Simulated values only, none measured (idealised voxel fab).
process module | voxel air gaps
cross-section cut | 185 nm wide | cells 5 nm
A cross-section is a grid of square cells, given in bands from the top down. A band is one or more rows of cells.
Each band's line starts with the height of the band's top and of its bottom, in nm. Then come its materials from left to right, each with its width in nm. One material with "throughout" fills the band from edge to edge. "air" is empty space.
Height 0 is the level under which the wafer as received is all one material. The lowest band goes on downwards, as in "0 down".
A width such as "30 to 40" changes by the same amount from each row of cells to the next, from the band's top row to its bottom row.
"no change" after a step means that no cell of the cross-section changed.
closed voids: empty space of 8 cells or more with no open way to the top, each as width x height at its distance from the left edge, in nm
after a step's settings: what the simulator itself notes on the step
overlay nm, on a step with a mask: how far to the right of its planned place the mask lay; to the left if negative
plan
1 op RECEIVE | material Si
2 op CONFORMAL_DEP | material SiO2 | thk nm 10
3 op CONFORMAL_DEP | material SiN | thk nm 5
4 op DIRECTIONAL_DEP | material lowk | thk nm 40
5 op MASKED_ETCH | tone open | mask id LINES | width nm 20 | pitch nm 50 | etch materials lowk | depth nm 40 | overlay nm 0
6 op CONFORMAL_DEP | material TiN | thk nm 5
7 op FILL_DEP | material Cu | thk nm 10
8 op CMP | height nm 55
9 op EPI | material Ru | thk nm 10
10 op SELECTIVE_ETCH | etch materials lowk | depth nm 50
11 op CONFORMAL_DEP | material SiCN | thk nm 5
first wafer, as planned
as received, after step 1
  0 down: Si throughout
  closed voids: none
after step 2
  10 to 0: SiO2 throughout
  below 0: unchanged
after step 3
  15 to 10: SiN throughout
  below 10: unchanged
after step 4
  55 to 15: lowk throughout
  below 15: unchanged
after step 5
  55 to 15: lowk 30 | air 20 | lowk 30 | air 20 | lowk 30 | air 20 | lowk 35
  below 15: unchanged
after step 6
  60 to 55: TiN 35 | air 10 | TiN 40 | air 10 | TiN 40 | air 10 | TiN 40
  55 to 20: lowk 30 | TiN 5 | air 10 | TiN 5 | lowk 30 | TiN 5 | air 10 | TiN 5 | lowk 30 | TiN 5 | air 10 | TiN 5 | lowk 35
  20 to 15: lowk 30 | TiN 20 | lowk 30 | TiN 20 | lowk 30 | TiN 20 | lowk 35
  below 15: unchanged
after step 7
  70 to 60: Cu throughout
  60 to 55: TiN 35 | Cu 10 | TiN 40 | Cu 10 | TiN 40 | Cu 10 | TiN 40
  55 to 20: lowk 30 | TiN 5 | Cu 10 | TiN 5 | lowk 30 | TiN 5 | Cu 10 | TiN 5 | lowk 30 | TiN 5 | Cu 10 | TiN 5 | lowk 35
  below 20: unchanged
after step 8
  55 to 20: lowk 30 | TiN 5 | Cu 10 | TiN 5 | lowk 30 | TiN 5 | Cu 10 | TiN 5 | lowk 30 | TiN 5 | Cu 10 | TiN 5 | lowk 35
  below 20: unchanged
after step 9
  65 to 55: air 20 | Ru 40 | air 10 | Ru 40 | air 10 | Ru 40 | air 25
  below 55: unchanged
after step 10
  65 to 55: air 20 | Ru 40 | air 10 | Ru 40 | air 10 | Ru 40 | air 25
  55 to 20: air 30 | TiN 5 | Cu 10 | TiN 5 | air 30 | TiN 5 | Cu 10 | TiN 5 | air 30 | TiN 5 | Cu 10 | TiN 5 | air 35
  20 to 15: air 30 | TiN 20 | air 30 | TiN 20 | air 30 | TiN 20 | air 35
  below 15: unchanged
after step 11
  70 to 65: air 15 | SiCN 150 | air 20
  65 to 55: air 15 | SiCN 5 | Ru 40 | SiCN 10 | Ru 40 | SiCN 10 | Ru 40 | SiCN 5 | air 20
  55 to 50: air 15 | SiCN 15 | TiN 5 | Cu 10 | TiN 5 | SiCN 30 | TiN 5 | Cu 10 | TiN 5 | SiCN 30 | TiN 5 | Cu 10 | TiN 5 | SiCN 15 | air 20
  50 to 20: air 25 | SiCN 5 | TiN 5 | Cu 10 | TiN 5 | SiCN 5 | air 20 | SiCN 5 | TiN 5 | Cu 10 | TiN 5 | SiCN 5 | air 20 | SiCN 5 | TiN 5 | Cu 10 | TiN 5 | SiCN 5 | air 30
  20 to 15: SiCN 30 | TiN 20 | SiCN 30 | TiN 20 | SiCN 30 | TiN 20 | SiCN 35
  below 15: unchanged
  closed voids: 20 x 30 at 55; 20 x 30 at 105
second wafer: like start, like plan, one mistake. Through step 3 it matches the first wafer
when step 4 should have ended
  55 to 15: TiN throughout
  below 15: unchanged
when step 5 should have ended: no change
when step 6 should have ended
  60 to 15: TiN throughout
  below 15: unchanged
when step 7 should have ended
  70 to 60: Cu throughout
  below 60: unchanged
when step 8 should have ended
  55 to 15: TiN throughout
  below 15: unchanged
when step 9 should have ended
  65 to 55: Ru throughout
  below 55: unchanged
when step 10 should have ended: no change
when step 11 should have ended
  70 to 65: SiCN throughout
  below 65: unchanged
what went wrong: step 4 ran as: op DIRECTIONAL_DEP | material TiN | thk nm 40
at the end the second wafer has, in cells: 42 fewer of Cu | 26 more of Ru | 84 fewer of SiCN | 242 more of TiN
closed voids at the end (first wafer, second wafer): 2, 0
